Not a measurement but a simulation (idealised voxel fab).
A process module follows: voxel ribs on slabs.
This is section cut - it's 175 nm across, gridded in 5 nm square cells.
For the purposes of this document, a cross-section shall be understood as a grid of square cells, specified as bands listed in top-to-bottom order, each band consisting of one or more rows of cells.
A band entry consists of two parts. The first gives the height of the band's top and the height of its bottom, in nm. The rest lists the band's materials from left to right, each with its width in nm. A single material labelled with the word "full width" fills the band from edge to edge, and the word "blank" marks empty space.
Heights from 0 (as-received wafer is one material below). Bottom band endless downward, as "from 0 down".
Read "30 to 40" as a graded width: first number on top, second number at the bottom, same change between each pair of neighbouring rows.
"remains unaltered" after a step means that no cell of the cross-section changed.
Reported under the label "Entrapped voids" are the empty spaces having no open way to the top and comprising 8 cells or more; the notation for each is width x height at distance, in which the distance is measured from the left edge and all three values are in nm.
That trailing text on a step's line, after the settings, is the simulator's own remark on the step.
"overlay nm" answers the question of how far to the right of plan the mask lay on a step that has a mask, and when it is negative the answer is to the left.
Pairs follow: section before one process step, section after it down to the lowest changed band, step with settings underneath. Pairs may come from different runs of this module on the same starting wafer; continuity with the pair above only as stated in the "Pre-process cross-section" entry.

Pre-process cross-section
	from 0 down  Si full width
	Entrapped voids: none

Step Result
	from 25 to 0  SiO2 full width
	Everything under 0 stays put, no change at all.
	Entrapped voids: none
Between the two cross-sections shown above lies DIRECTIONAL_DEP [material SiO2] [thk nm 25]

Pre-process cross-section: per the after cross-section of the pair just above.

Step Result
	from 50 to 25  SiN full width
	Everything under 25 stays put, no change at all.
	Entrapped voids: none
Between the two cross-sections shown above lies DIRECTIONAL_DEP [material SiN] [thk nm 25]

Pre-process cross-section: per the after cross-section of the pair just above.

Step Result
	from 60 to 50  aC full width
	Everything under 50 stays put, no change at all.
	Entrapped voids: none
Between the two cross-sections shown above lies DIRECTIONAL_DEP [material aC] [thk nm 10]

Pre-process cross-section: per the after cross-section of the pair just above.

Step Result
	from 85 to 60  blank 75 nm; resist 25 nm; blank 75 nm
	Everything under 60 stays put, no change at all.
	Entrapped voids: none
Between the two cross-sections shown above lies PATTERN [tone cover] [mask id RIB] [material resist] [width nm 25] [thk nm 25] [overlay nm 0]

Pre-process cross-section: per the after cross-section of the pair just above.

Step Result
	from 75 to 60  blank 75 nm; resist 25 nm; blank 75 nm
	from 60 to 50  blank 75 nm; aC 25 nm; blank 75 nm
	Everything under 50 stays put, no change at all.
	Entrapped voids: none
Between the two cross-sections shown above lies DIRECTIONAL_ETCH [etch materials aC] [depth nm 10]

Pre-process cross-section: per the after cross-section of the pair just above.

Step Result
	from 60 to 50  blank 75 nm; aC 25 nm; blank 75 nm
	Everything under 50 stays put, no change at all.
	Entrapped voids: none
Between the two cross-sections shown above lies STRIP [etch materials resist]

Pre-process cross-section: per the after cross-section of the pair just above.

Step Result
	from 60 to 50  blank 75 nm; aC 25 nm; blank 75 nm
	from 50 to 30  blank 75 nm; SiN 25 nm; blank 75 nm
	Everything under 30 stays put, no change at all.
	Entrapped voids: none
Between the two cross-sections shown above lies DIRECTIONAL_ETCH [etch materials SiN] [depth nm 20]

Pre-process cross-section: per the after cross-section of the pair just above.

Step Result
	from 50 to 30  blank 75 nm; SiN 25 nm; blank 75 nm
	Everything under 30 stays put, no change at all.
	Entrapped voids: none
Between the two cross-sections shown above lies STRIP [etch materials aC]

Pre-process cross-section: per the after cross-section of the pair just above.

Step Result
	from 70 to 50  blank 55 nm; resist 65 nm; blank 55 nm
	from 50 to 30  blank 55 nm; resist 20 nm; SiN 25 nm; resist 20 nm; blank 55 nm
	Everything under 30 stays put, no change at all.
	Entrapped voids: none
Between the two cross-sections shown above lies PATTERN [tone cover] [mask id SLAB] [material resist] [width nm 65] [thk nm 20] [overlay nm 0]

Pre-process cross-section: per the after cross-section of the pair just above.

Step Result
	from 70 to 50  blank 55 nm; resist 65 nm; blank 55 nm
	from 50 to 30  blank 55 nm; resist 20 nm; SiN 25 nm; resist 20 nm; blank 55 nm
	from 30 to 25  blank 55 nm; SiN 65 nm; blank 55 nm
	Everything under 25 stays put, no change at all.
	Entrapped voids: none
Between the two cross-sections shown above lies DIRECTIONAL_ETCH [etch materials SiN] [depth nm 5]

Pre-process cross-section: per the after cross-section of the pair just above.

Step Result
	from 50 to 30  blank 75 nm; SiN 25 nm; blank 75 nm
	Everything under 30 stays put, no change at all.
	Entrapped voids: none
Between the two cross-sections shown above lies STRIP [etch materials resist]

Pre-process cross-section: per the after cross-section of the pair just above.

Step Result
	from 75 to 50  SiO2 full width
	from 50 to 30  SiO2 75 nm; SiN 25 nm; SiO2 75 nm
	from 30 to 25  SiO2 55 nm; SiN 65 nm; SiO2 55 nm
	Everything under 25 stays put, no change at all.
	Entrapped voids: none
Between the two cross-sections shown above lies FILL_DEP [material SiO2] [thk nm 25]

Pre-process cross-section: per the after cross-section of the pair just above.

Step Result
	from 65 to 50  SiO2 full width
	Everything under 50 stays put, no change at all.
	Entrapped voids: none
Between the two cross-sections shown above lies CMP [height nm 65]

Pre-process cross-section: per the after cross-section of the pair just above.

Step Result
	from 70 to 65  TiN full width
	Everything under 65 stays put, no change at all.
	Entrapped voids: none
Between the two cross-sections shown above lies DIRECTIONAL_DEP [material TiN] [thk nm 5]

Pre-process cross-section: per the after cross-section of the pair just above.

Step Result
	from 85 to 70  blank 70 nm; resist 35 nm; blank 70 nm
	Everything under 70 stays put, no change at all.
	Entrapped voids: none
Between the two cross-sections shown above lies PATTERN [tone cover] [mask id HEATER] [material resist] [width nm 35] [thk nm 15] [overlay nm 0]

Pre-process cross-section: per the after cross-section of the pair just above.

Step Result
	from 85 to 70  blank 70 nm; resist 35 nm; blank 70 nm
	from 70 to 65  blank 70 nm; TiN 35 nm; blank 70 nm
	Everything under 65 stays put, no change at all.
	Entrapped voids: none
Between the two cross-sections shown above lies DIRECTIONAL_ETCH [etch materials TiN] [depth nm 5]

Pre-process cross-section: per the after cross-section of the pair just above.

Step Result
	from 70 to 65  blank 70 nm; TiN 35 nm; blank 70 nm
	Everything under 65 stays put, no change at all.
	Entrapped voids: none
Between the two cross-sections shown above lies STRIP [etch materials resist]

Pre-process cross-section: per the after cross-section of the pair just above.

Step Result
	from 75 to 70  blank 65 nm; SiN 45 nm; blank 65 nm
	from 70 to 65  SiN 70 nm; TiN 35 nm; SiN 70 nm
	Everything under 65 stays put, no change at all.
	Entrapped voids: none
Between the two cross-sections shown above lies CONFORMAL_DEP [material SiN] [thk nm 5]

Pre-process cross-section
	from 25 to 0  SiO2 full width
	from 0 down  Si full width
	Entrapped voids: none

Step Result
	from 50 to 0  SiO2 full width
	Everything under 0 stays put, no change at all.
	Entrapped voids: none
Between the two cross-sections shown above lies DIRECTIONAL_DEP [material SiO2] [thk nm 25]

Pre-process cross-section: per the after cross-section of the pair just above.

Step Result
	from 75 to 50  SiN full width
	Everything under 50 stays put, no change at all.
	Entrapped voids: none
Between the two cross-sections shown above lies DIRECTIONAL_DEP [material SiN] [thk nm 25]

Pre-process cross-section: per the after cross-section of the pair just above.

Step Result
	from 85 to 75  aC full width
	Everything under 75 stays put, no change at all.
	Entrapped voids: none
Between the two cross-sections shown above lies DIRECTIONAL_DEP [material aC] [thk nm 10]

Pre-process cross-section: per the after cross-section of the pair just above.

Step Result
	from 110 to 85  blank 75 nm; resist 25 nm; blank 75 nm
	Everything under 85 stays put, no change at all.
	Entrapped voids: none
Between the two cross-sections shown above lies PATTERN [tone cover] [mask id RIB] [material resist] [width nm 25] [thk nm 25] [overlay nm 0]

Pre-process cross-section: per the after cross-section of the pair just above.

Step Result
	from 100 to 85  blank 75 nm; resist 25 nm; blank 75 nm
	from 85 to 75  blank 75 nm; aC 25 nm; blank 75 nm
	Everything under 75 stays put, no change at all.
	Entrapped voids: none
Between the two cross-sections shown above lies DIRECTIONAL_ETCH [etch materials aC] [depth nm 10]

Pre-process cross-section: per the after cross-section of the pair just above.

Step Result
	from 85 to 75  blank 75 nm; aC 25 nm; blank 75 nm
	Everything under 75 stays put, no change at all.
	Entrapped voids: none
Between the two cross-sections shown above lies STRIP [etch materials resist]

Pre-process cross-section: per the after cross-section of the pair just above.

Step Result
	from 85 to 75  blank 75 nm; aC 25 nm; blank 75 nm
	from 75 to 55  blank 75 nm; SiN 25 nm; blank 75 nm
	Everything under 55 stays put, no change at all.
	Entrapped voids: none
Between the two cross-sections shown above lies DIRECTIONAL_ETCH [etch materials SiN] [depth nm 20]

Pre-process cross-section: per the after cross-section of the pair just above.

Step Result
	from 75 to 55  blank 75 nm; SiN 25 nm; blank 75 nm
	Everything under 55 stays put, no change at all.
	Entrapped voids: none
Between the two cross-sections shown above lies STRIP [etch materials aC]

Pre-process cross-section: per the after cross-section of the pair just above.

Step Result
	from 95 to 75  blank 55 nm; resist 65 nm; blank 55 nm
	from 75 to 55  blank 55 nm; resist 20 nm; SiN 25 nm; resist 20 nm; blank 55 nm
	Everything under 55 stays put, no change at all.
	Entrapped voids: none
Between the two cross-sections shown above lies PATTERN [tone cover] [mask id SLAB] [material resist] [width nm 65] [thk nm 20] [overlay nm 0]

Pre-process cross-section: per the after cross-section of the pair just above.

Step Result
	from 95 to 75  blank 55 nm; resist 65 nm; blank 55 nm
	from 75 to 55  blank 55 nm; resist 20 nm; SiN 25 nm; resist 20 nm; blank 55 nm
	from 55 to 50  blank 55 nm; SiN 65 nm; blank 55 nm
	Everything under 50 stays put, no change at all.
	Entrapped voids: none
Between the two cross-sections shown above lies DIRECTIONAL_ETCH [etch materials SiN] [depth nm 5]

Pre-process cross-section: per the after cross-section of the pair just above.

Step Result
	from 75 to 55  blank 75 nm; SiN 25 nm; blank 75 nm
	Everything under 55 stays put, no change at all.
	Entrapped voids: none
Between the two cross-sections shown above lies STRIP [etch materials resist]

Pre-process cross-section: per the after cross-section of the pair just above.

Step Result
	from 100 to 75  SiO2 full width
	from 75 to 55  SiO2 75 nm; SiN 25 nm; SiO2 75 nm
	from 55 to 50  SiO2 55 nm; SiN 65 nm; SiO2 55 nm
	Everything under 50 stays put, no change at all.
	Entrapped voids: none
Between the two cross-sections shown above lies FILL_DEP [material SiO2] [thk nm 25]

Pre-process cross-section: per the after cross-section of the pair just above.

Step Result
	from 65 to 55  SiO2 75 nm; SiN 25 nm; SiO2 75 nm
	Everything under 55 stays put, no change at all.
	Entrapped voids: none
Between the two cross-sections shown above lies CMP [height nm 65]

Pre-process cross-section: per the after cross-section of the pair just above.

Step Result
	from 70 to 65  TiN full width
	Everything under 65 stays put, no change at all.
	Entrapped voids: none
Between the two cross-sections shown above lies DIRECTIONAL_DEP [material TiN] [thk nm 5]

Pre-process cross-section: per the after cross-section of the pair just above.

Step Result
	from 85 to 70  blank 70 nm; resist 35 nm; blank 70 nm
	Everything under 70 stays put, no change at all.
	Entrapped voids: none
Between the two cross-sections shown above lies PATTERN [tone cover] [mask id HEATER] [material resist] [width nm 35] [thk nm 15] [overlay nm 0]

Pre-process cross-section: per the after cross-section of the pair just above.

Step Result
	from 85 to 70  blank 70 nm; resist 35 nm; blank 70 nm
	from 70 to 65  blank 70 nm; TiN 35 nm; blank 70 nm
	Everything under 65 stays put, no change at all.
	Entrapped voids: none
Between the two cross-sections shown above lies DIRECTIONAL_ETCH [etch materials TiN] [depth nm 5]

Pre-process cross-section: per the after cross-section of the pair just above.

Step Result
	from 70 to 65  blank 70 nm; TiN 35 nm; blank 70 nm
	Everything under 65 stays put, no change at all.
	Entrapped voids: none
Between the two cross-sections shown above lies STRIP [etch materials resist]

Pre-process cross-section: per the after cross-section of the pair just above.

Step Result
	from 75 to 70  blank 65 nm; SiN 45 nm; blank 65 nm
	from 70 to 65  SiN 70 nm; TiN 35 nm; SiN 70 nm
	Everything under 65 stays put, no change at all.
	Entrapped voids: none
Between the two cross-sections shown above lies CONFORMAL_DEP [material SiN] [thk nm 5]

Pre-process cross-section
	from 25 to 0  SiO2 full width
	from 0 down  Si full width
	Entrapped voids: none

Step Result
	from 35 to 25  aC full width
	Everything under 25 stays put, no change at all.
	Entrapped voids: none
Between the two cross-sections shown above lies DIRECTIONAL_DEP [material aC] [thk nm 10]

Pre-process cross-section: per the after cross-section of the pair just above.

Step Result
	from 60 to 35  SiN full width
	Everything under 35 stays put, no change at all.
	Entrapped voids: none
Between the two cross-sections shown above lies DIRECTIONAL_DEP [material SiN] [thk nm 25]

Pre-process cross-section: per the after cross-section of the pair just above.

Step Result
	from 85 to 60  blank 75 nm; resist 25 nm; blank 75 nm
	Everything under 60 stays put, no change at all.
	Entrapped voids: none
Between the two cross-sections shown above lies PATTERN [tone cover] [mask id RIB] [material resist] [width nm 25] [thk nm 25] [overlay nm 0]

Pre-process cross-section: per the after cross-section of the pair just above.

Step Result
	from 75 to 60  blank 75 nm; resist 25 nm; blank 75 nm
	Everything under 60 stays put, no change at all.
	Entrapped voids: none
Between the two cross-sections shown above lies DIRECTIONAL_ETCH [etch materials aC] [depth nm 10]

Pre-process cross-section: per the after cross-section of the pair just above.

Step Result
	from 60 to 35  SiN full width
	Everything under 35 stays put, no change at all.
	Entrapped voids: none
Between the two cross-sections shown above lies STRIP [etch materials resist]

Pre-process cross-section: per the after cross-section of the pair just above.

Step Result
	from 40 to 35  SiN full width
	Everything under 35 stays put, no change at all.
	Entrapped voids: none
Between the two cross-sections shown above lies DIRECTIONAL_ETCH [etch materials SiN] [depth nm 20]

Pre-process cross-section: per the after cross-section of the pair just above.

Step Result
	from 60 to 40  blank 55 nm; resist 65 nm; blank 55 nm
	Everything under 40 stays put, no change at all.
	Entrapped voids: none
Between the two cross-sections shown above lies PATTERN [tone cover] [mask id SLAB] [material resist] [width nm 65] [thk nm 20] [overlay nm 0]

Pre-process cross-section: per the after cross-section of the pair just above.

Step Result
	from 60 to 40  blank 55 nm; resist 65 nm; blank 55 nm
	from 40 to 35  blank 55 nm; SiN 65 nm; blank 55 nm
	Everything under 35 stays put, no change at all.
	Entrapped voids: none
Between the two cross-sections shown above lies DIRECTIONAL_ETCH [etch materials SiN] [depth nm 5]

Pre-process cross-section: per the after cross-section of the pair just above.

Step Result
	from 40 to 35  blank 55 nm; SiN 65 nm; blank 55 nm
	Everything under 35 stays put, no change at all.
	Entrapped voids: none
Between the two cross-sections shown above lies STRIP [etch materials resist]

Pre-process cross-section: per the after cross-section of the pair just above.

Step Result
	from 65 to 40  SiO2 full width
	from 40 to 35  SiO2 55 nm; SiN 65 nm; SiO2 55 nm
	Everything under 35 stays put, no change at all.
	Entrapped voids: none
Between the two cross-sections shown above lies FILL_DEP [material SiO2] [thk nm 25]

Pre-process cross-section: per the after cross-section of the pair just above.

Step Result
	from 70 to 65  TiN full width
	Everything under 65 stays put, no change at all.
	Entrapped voids: none
Between the two cross-sections shown above lies DIRECTIONAL_DEP [material TiN] [thk nm 5]

Pre-process cross-section: per the after cross-section of the pair just above.

Step Result
	from 85 to 70  blank 70 nm; resist 35 nm; blank 70 nm
	Everything under 70 stays put, no change at all.
	Entrapped voids: none
Between the two cross-sections shown above lies PATTERN [tone cover] [mask id HEATER] [material resist] [width nm 35] [thk nm 15] [overlay nm 0]

Pre-process cross-section: per the after cross-section of the pair just above.

Step Result
	from 85 to 70  blank 70 nm; resist 35 nm; blank 70 nm
	from 70 to 65  blank 70 nm; TiN 35 nm; blank 70 nm
	Everything under 65 stays put, no change at all.
	Entrapped voids: none
Between the two cross-sections shown above lies DIRECTIONAL_ETCH [etch materials TiN] [depth nm 5]

Pre-process cross-section: per the after cross-section of the pair just above.

Step Result
	from 70 to 65  blank 70 nm; TiN 35 nm; blank 70 nm
	Everything under 65 stays put, no change at all.
	Entrapped voids: none
Between the two cross-sections shown above lies STRIP [etch materials resist]

Pre-process cross-section: per the after cross-section of the pair just above.

Step Result
	from 75 to 70  blank 65 nm; SiN 45 nm; blank 65 nm
	from 70 to 65  SiN 70 nm; TiN 35 nm; SiN 70 nm
	Everything under 65 stays put, no change at all.
	Entrapped voids: none
Between the two cross-sections shown above lies CONFORMAL_DEP [material SiN] [thk nm 5]

Pre-process cross-section
	from 25 to 0  SiO2 full width
	from 0 down  Si full width
	Entrapped voids: none

Step Result
	from 40 to 25  SiN full width
	Everything under 25 stays put, no change at all.
	Entrapped voids: none
Between the two cross-sections shown above lies DIRECTIONAL_DEP [material SiN] [thk nm 15]

Pre-process cross-section: per the after cross-section of the pair just above.

Step Result
	from 50 to 40  aC full width
	Everything under 40 stays put, no change at all.
	Entrapped voids: none
Between the two cross-sections shown above lies DIRECTIONAL_DEP [material aC] [thk nm 10]

Pre-process cross-section: per the after cross-section of the pair just above.

Step Result
	from 75 to 50  blank 75 nm; resist 25 nm; blank 75 nm
	Everything under 50 stays put, no change at all.
	Entrapped voids: none
Between the two cross-sections shown above lies PATTERN [tone cover] [mask id RIB] [material resist] [width nm 25] [thk nm 25] [overlay nm 0]

Pre-process cross-section: per the after cross-section of the pair just above.

Step Result
	from 65 to 50  blank 75 nm; resist 25 nm; blank 75 nm
	from 50 to 40  blank 75 nm; aC 25 nm; blank 75 nm
	Everything under 40 stays put, no change at all.
	Entrapped voids: none
Between the two cross-sections shown above lies DIRECTIONAL_ETCH [etch materials aC] [depth nm 10]

Pre-process cross-section: per the after cross-section of the pair just above.

Step Result
	from 50 to 40  blank 75 nm; aC 25 nm; blank 75 nm
	Everything under 40 stays put, no change at all.
	Entrapped voids: none
Between the two cross-sections shown above lies STRIP [etch materials resist]

Pre-process cross-section: per the after cross-section of the pair just above.

Step Result
	from 50 to 40  blank 75 nm; aC 25 nm; blank 75 nm
	from 40 to 25  blank 75 nm; SiN 25 nm; blank 75 nm
	Everything under 25 stays put, no change at all.
	Entrapped voids: none
Between the two cross-sections shown above lies DIRECTIONAL_ETCH [etch materials SiN] [depth nm 20]

Pre-process cross-section: per the after cross-section of the pair just above.

Step Result
	from 40 to 25  blank 75 nm; SiN 25 nm; blank 75 nm
	Everything under 25 stays put, no change at all.
	Entrapped voids: none
Between the two cross-sections shown above lies STRIP [etch materials aC]

Pre-process cross-section: per the after cross-section of the pair just above.

Step Result
	from 60 to 40  blank 55 nm; resist 65 nm; blank 55 nm
	from 40 to 25  blank 55 nm; resist 20 nm; SiN 25 nm; resist 20 nm; blank 55 nm
	Everything under 25 stays put, no change at all.
	Entrapped voids: none
Between the two cross-sections shown above lies PATTERN [tone cover] [mask id SLAB] [material resist] [width nm 65] [thk nm 20] [overlay nm 0]

Pre-process cross-section: per the after cross-section of the pair just above.

Step Result
	from 40 to 25  blank 75 nm; SiN 25 nm; blank 75 nm
	Everything under 25 stays put, no change at all.
	Entrapped voids: none
Between the two cross-sections shown above lies STRIP [etch materials resist]

Pre-process cross-section: per the after cross-section of the pair just above.

Step Result
	from 65 to 40  SiO2 full width
	from 40 to 25  SiO2 75 nm; SiN 25 nm; SiO2 75 nm
	Everything under 25 stays put, no change at all.
	Entrapped voids: none
Between the two cross-sections shown above lies FILL_DEP [material SiO2] [thk nm 25]

Pre-process cross-section: per the after cross-section of the pair just above.

Step Result
	from 70 to 65  TiN full width
	Everything under 65 stays put, no change at all.
	Entrapped voids: none
Between the two cross-sections shown above lies DIRECTIONAL_DEP [material TiN] [thk nm 5]

Pre-process cross-section: per the after cross-section of the pair just above.

Step Result
	from 85 to 70  blank 70 nm; resist 35 nm; blank 70 nm
	Everything under 70 stays put, no change at all.
	Entrapped voids: none
Between the two cross-sections shown above lies PATTERN [tone cover] [mask id HEATER] [material resist] [width nm 35] [thk nm 15] [overlay nm 0]

Pre-process cross-section: per the after cross-section of the pair just above.

Step Result
	from 85 to 70  blank 70 nm; resist 35 nm; blank 70 nm
	from 70 to 65  blank 70 nm; TiN 35 nm; blank 70 nm
	Everything under 65 stays put, no change at all.
	Entrapped voids: none
Between the two cross-sections shown above lies DIRECTIONAL_ETCH [etch materials TiN] [depth nm 5]

Pre-process cross-section: per the after cross-section of the pair just above.

Step Result
	from 70 to 65  blank 70 nm; TiN 35 nm; blank 70 nm
	Everything under 65 stays put, no change at all.
	Entrapped voids: none
Between the two cross-sections shown above lies STRIP [etch materials resist]

Pre-process cross-section: per the after cross-section of the pair just above.

Step Result
	from 75 to 70  blank 65 nm; SiN 45 nm; blank 65 nm
	from 70 to 65  SiN 70 nm; TiN 35 nm; SiN 70 nm
	Everything under 65 stays put, no change at all.
	Entrapped voids: none
Between the two cross-sections shown above lies CONFORMAL_DEP [material SiN] [thk nm 5]

Pre-process cross-section
	from 50 to 30  blank 75 nm; SiN 25 nm; blank 75 nm
	from 30 to 25  SiN full width
	from 25 to 0  SiO2 full width
	from 0 down  Si full width
	Entrapped voids: none

Step Result
	from 70 to 50  blank 55 nm; resist 70 nm; blank 50 nm
	from 50 to 30  blank 55 nm; resist 20 nm; SiN 25 nm; resist 25 nm; blank 50 nm
	Everything under 30 stays put, no change at all.
	Entrapped voids: none
Between the two cross-sections shown above lies PATTERN [tone cover] [mask id SLAB] [material resist] [width nm 70] [thk nm 20] [overlay nm 0]

Pre-process cross-section: per the after cross-section of the pair just above.

Step Result
	from 70 to 50  blank 55 nm; resist 70 nm; blank 50 nm
	from 50 to 30  blank 55 nm; resist 20 nm; SiN 25 nm; resist 25 nm; blank 50 nm
	from 30 to 25  blank 55 nm; SiN 70 nm; blank 50 nm
	Everything under 25 stays put, no change at all.
	Entrapped voids: none
Between the two cross-sections shown above lies DIRECTIONAL_ETCH [etch materials SiN] [depth nm 5]

Pre-process cross-section: per the after cross-section of the pair just above.

Step Result
	from 50 to 30  blank 75 nm; SiN 25 nm; blank 75 nm
	Everything under 30 stays put, no change at all.
	Entrapped voids: none
Between the two cross-sections shown above lies STRIP [etch materials resist]

Pre-process cross-section: per the after cross-section of the pair just above.

Step Result
	from 75 to 50  SiO2 full width
	from 50 to 30  SiO2 75 nm; SiN 25 nm; SiO2 75 nm
	from 30 to 25  SiO2 55 nm; SiN 70 nm; SiO2 50 nm
	Everything under 25 stays put, no change at all.
	Entrapped voids: none
Between the two cross-sections shown above lies FILL_DEP [material SiO2] [thk nm 25]

Pre-process cross-section: per the after cross-section of the pair just above.

Step Result
	from 65 to 50  SiO2 full width
	Everything under 50 stays put, no change at all.
	Entrapped voids: none
Between the two cross-sections shown above lies CMP [height nm 65]

Pre-process cross-section: per the after cross-section of the pair just above.

Step Result
	from 70 to 65  TiN full width
	Everything under 65 stays put, no change at all.
	Entrapped voids: none
Between the two cross-sections shown above lies DIRECTIONAL_DEP [material TiN] [thk nm 5]

Pre-process cross-section: per the after cross-section of the pair just above.

Step Result
	from 85 to 70  blank 70 nm; resist 35 nm; blank 70 nm
	Everything under 70 stays put, no change at all.
	Entrapped voids: none
Between the two cross-sections shown above lies PATTERN [tone cover] [mask id HEATER] [material resist] [width nm 35] [thk nm 15] [overlay nm 0]

Pre-process cross-section: per the after cross-section of the pair just above.

Step Result
	from 85 to 70  blank 70 nm; resist 35 nm; blank 70 nm
	from 70 to 65  blank 70 nm; TiN 35 nm; blank 70 nm
	Everything under 65 stays put, no change at all.
	Entrapped voids: none
Between the two cross-sections shown above lies DIRECTIONAL_ETCH [etch materials TiN] [depth nm 5]

Pre-process cross-section: per the after cross-section of the pair just above.

Step Result
	from 70 to 65  blank 70 nm; TiN 35 nm; blank 70 nm
	Everything under 65 stays put, no change at all.
	Entrapped voids: none
Between the two cross-sections shown above lies STRIP [etch materials resist]

Pre-process cross-section: per the after cross-section of the pair just above.

Step Result
	from 75 to 70  blank 65 nm; SiN 45 nm; blank 65 nm
	from 70 to 65  SiN 70 nm; TiN 35 nm; SiN 70 nm
	Everything under 65 stays put, no change at all.
	Entrapped voids: none
Between the two cross-sections shown above lies CONFORMAL_DEP [material SiN] [thk nm 5]

Pre-process cross-section
	from 70 to 65  TiN full width
	from 65 to 50  SiO2 full width
	from 50 to 30  SiO2 75 nm; SiN 25 nm; SiO2 75 nm
	from 30 to 25  SiO2 55 nm; SiN 65 nm; SiO2 55 nm
	from 25 to 0  SiO2 full width
	from 0 down  Si full width
	Entrapped voids: none

Step Result
	from 85 to 70  blank 60 nm; resist 35 nm; blank 80 nm
	Everything under 70 stays put, no change at all.
	Entrapped voids: none
Between the two cross-sections shown above lies PATTERN [tone cover] [mask id HEATER] [material resist] [width nm 35] [thk nm 15] [overlay nm -10]

Pre-process cross-section: per the after cross-section of the pair just above.

Step Result
	from 85 to 70  blank 60 nm; resist 35 nm; blank 80 nm
	from 70 to 65  blank 60 nm; TiN 35 nm; blank 80 nm
	Everything under 65 stays put, no change at all.
	Entrapped voids: none
Between the two cross-sections shown above lies DIRECTIONAL_ETCH [etch materials TiN] [depth nm 5]

Pre-process cross-section: per the after cross-section of the pair just above.

Step Result
	from 70 to 65  blank 60 nm; TiN 35 nm; blank 80 nm
	Everything under 65 stays put, no change at all.
	Entrapped voids: none
Between the two cross-sections shown above lies STRIP [etch materials resist]

Pre-process cross-section: per the after cross-section of the pair just above.

Step Result
	from 75 to 70  blank 55 nm; SiN 45 nm; blank 75 nm
	from 70 to 65  SiN 60 nm; TiN 35 nm; SiN 80 nm
	Everything under 65 stays put, no change at all.
	Entrapped voids: none
Between the two cross-sections shown above lies CONFORMAL_DEP [material SiN] [thk nm 5]

Pre-process cross-section
	from 0 down  Si full width
	Entrapped voids: none

Step Result
	from 25 to 0  SiN full width
	Everything under 0 stays put, no change at all.
	Entrapped voids: none
Between the two cross-sections shown above lies DIRECTIONAL_DEP [material SiN] [thk nm 25]

Pre-process cross-section: per the after cross-section of the pair just above.

Step Result
	from 50 to 0  SiN full width
	Everything under 0 stays put, no change at all.
	Entrapped voids: none
Between the two cross-sections shown above lies DIRECTIONAL_DEP [material SiN] [thk nm 25]

Pre-process cross-section: per the after cross-section of the pair just above.

Step Result
	from 60 to 50  aC full width
	Everything under 50 stays put, no change at all.
	Entrapped voids: none
Between the two cross-sections shown above lies DIRECTIONAL_DEP [material aC] [thk nm 10]

Pre-process cross-section: per the after cross-section of the pair just above.

Step Result
	from 85 to 60  blank 75 nm; resist 25 nm; blank 75 nm
	Everything under 60 stays put, no change at all.
	Entrapped voids: none
Between the two cross-sections shown above lies PATTERN [tone cover] [mask id RIB] [material resist] [width nm 25] [thk nm 25] [overlay nm 0]

Pre-process cross-section: per the after cross-section of the pair just above.

Step Result
	from 75 to 60  blank 75 nm; resist 25 nm; blank 75 nm
	from 60 to 50  blank 75 nm; aC 25 nm; blank 75 nm
	Everything under 50 stays put, no change at all.
	Entrapped voids: none
Between the two cross-sections shown above lies DIRECTIONAL_ETCH [etch materials aC] [depth nm 10]

Pre-process cross-section: per the after cross-section of the pair just above.

Step Result
	from 60 to 50  blank 75 nm; aC 25 nm; blank 75 nm
	Everything under 50 stays put, no change at all.
	Entrapped voids: none
Between the two cross-sections shown above lies STRIP [etch materials resist]

Pre-process cross-section: per the after cross-section of the pair just above.

Step Result
	from 60 to 50  blank 75 nm; aC 25 nm; blank 75 nm
	from 50 to 30  blank 75 nm; SiN 25 nm; blank 75 nm
	Everything under 30 stays put, no change at all.
	Entrapped voids: none
Between the two cross-sections shown above lies DIRECTIONAL_ETCH [etch materials SiN] [depth nm 20]

Pre-process cross-section: per the after cross-section of the pair just above.

Step Result
	from 50 to 30  blank 75 nm; SiN 25 nm; blank 75 nm
	Everything under 30 stays put, no change at all.
	Entrapped voids: none
Between the two cross-sections shown above lies STRIP [etch materials aC]

Pre-process cross-section: per the after cross-section of the pair just above.

Step Result
	from 70 to 50  blank 55 nm; resist 65 nm; blank 55 nm
	from 50 to 30  blank 55 nm; resist 20 nm; SiN 25 nm; resist 20 nm; blank 55 nm
	Everything under 30 stays put, no change at all.
	Entrapped voids: none
Between the two cross-sections shown above lies PATTERN [tone cover] [mask id SLAB] [material resist] [width nm 65] [thk nm 20] [overlay nm 0]

Pre-process cross-section: per the after cross-section of the pair just above.

Step Result
	from 70 to 50  blank 55 nm; resist 65 nm; blank 55 nm
	from 50 to 30  blank 55 nm; resist 20 nm; SiN 25 nm; resist 20 nm; blank 55 nm
	from 30 to 25  blank 55 nm; SiN 65 nm; blank 55 nm
	Everything under 25 stays put, no change at all.
	Entrapped voids: none
Between the two cross-sections shown above lies DIRECTIONAL_ETCH [etch materials SiN] [depth nm 5]

Pre-process cross-section: per the after cross-section of the pair just above.

Step Result
	from 50 to 30  blank 75 nm; SiN 25 nm; blank 75 nm
	Everything under 30 stays put, no change at all.
	Entrapped voids: none
Between the two cross-sections shown above lies STRIP [etch materials resist]

Pre-process cross-section: per the after cross-section of the pair just above.

Step Result
	from 75 to 50  SiO2 full width
	from 50 to 30  SiO2 75 nm; SiN 25 nm; SiO2 75 nm
	from 30 to 25  SiO2 55 nm; SiN 65 nm; SiO2 55 nm
	Everything under 25 stays put, no change at all.
	Entrapped voids: none
Between the two cross-sections shown above lies FILL_DEP [material SiO2] [thk nm 25]

Pre-process cross-section: per the after cross-section of the pair just above.

Step Result
	from 65 to 50  SiO2 full width
	Everything under 50 stays put, no change at all.
	Entrapped voids: none
Between the two cross-sections shown above lies CMP [height nm 65]

Pre-process cross-section: per the after cross-section of the pair just above.

Step Result
	from 70 to 65  TiN full width
	Everything under 65 stays put, no change at all.
	Entrapped voids: none
Between the two cross-sections shown above lies DIRECTIONAL_DEP [material TiN] [thk nm 5]

Pre-process cross-section: per the after cross-section of the pair just above.

Step Result
	from 85 to 70  blank 70 nm; resist 35 nm; blank 70 nm
	Everything under 70 stays put, no change at all.
	Entrapped voids: none
Between the two cross-sections shown above lies PATTERN [tone cover] [mask id HEATER] [material resist] [width nm 35] [thk nm 15] [overlay nm 0]

Pre-process cross-section: per the after cross-section of the pair just above.

Step Result
	from 85 to 70  blank 70 nm; resist 35 nm; blank 70 nm
	from 70 to 65  blank 70 nm; TiN 35 nm; blank 70 nm
	Everything under 65 stays put, no change at all.
	Entrapped voids: none
Between the two cross-sections shown above lies DIRECTIONAL_ETCH [etch materials TiN] [depth nm 5]

Pre-process cross-section: per the after cross-section of the pair just above.

Step Result
	from 70 to 65  blank 70 nm; TiN 35 nm; blank 70 nm
	Everything under 65 stays put, no change at all.
	Entrapped voids: none
Between the two cross-sections shown above lies STRIP [etch materials resist]
